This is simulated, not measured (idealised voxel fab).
This is a process module. Its name is voxel plated lines.
Cross-section cut spans 265 nm and uses square cells 5 nm in size.
Throughout this document, each cross-section is represented as a grid of square cells and is presented as a sequence of bands enumerated from the top downward, where a band comprises one or more rows of cells. First you get the band's top height and its bottom height, in nm, and then the materials it's made of, left to right, with each width in nm. If you see a single material with "all across", that one covers the band edge to edge. "empty" is empty space. Height reference: 0 = level under which incoming wafer is all one material. Lowest band: no bottom, runs on downward, e.g. "top 0, no bottom". The width entry "30->40" should be interpreted row by row: the top row of cells in the band takes the first number, the bottom row takes the second number, and the change between adjacent rows is uniform throughout. You'll sometimes find "changes: none" written for a step, and that's the way of saying that nowhere in the cross-section did a cell change during that step. Enclosed voids (no open way to top), threshold 8 cells or more, entry "Closed void list", notation width x height at distance, distance from left edge, nm. Heads up: the bit after the settings on a step's line is the simulator's remark on that step. overlay nm: mask offset rightward from planned place, masked step; negative means leftward offset.

Below is the list of planned process steps
1 RECEIVE, material Si
2 CONFORMAL_DEP, material SiO2, thk nm 5
3 DIRECTIONAL_DEP, material TiN, thk nm 5
4 PATTERN, tone open, mask id LINES, material resist, width nm 20, pitch nm 60, thk nm 30, overlay nm 0
5 EPI, material Ru, thk nm 10
6 EPI, material Ru, thk nm 10
7 STRIP, etch materials resist
8 DIRECTIONAL_ETCH, etch materials TiN, depth nm 5
9 CONFORMAL_DEP, material SiO2, thk nm 10
For clarity, it should be stated that the wafers under discussion commence in an identical condition and differ with respect to the width nm of step 4, the plan indicating the value that the first wafer had.

Cross-section of the first of several wafers on receipt, reflecting completion of step 1
- top 0, no bottom = Si all across
- Closed void list: none

The following table contains a row per wafer, in which are reported, at the conclusion of the module, the cells of each material gained (+) or lost (-) since the wafer's receipt, with its closed voids given thereafter
width nm 20; +32 Ru; +199 SiO2; +8 TiN; Closed void list: none
width nm 25; +40 Ru; +199 SiO2; +10 TiN; Closed void list: none
width nm 30; +48 Ru; +199 SiO2; +12 TiN; Closed void list: none
width nm 35; +56 Ru; +199 SiO2; +14 TiN; Closed void list: none
width nm 40; +64 Ru; +199 SiO2; +16 TiN; Closed void list: none
width nm 45; +72 Ru; +194 SiO2; +18 TiN; Closed void list: none
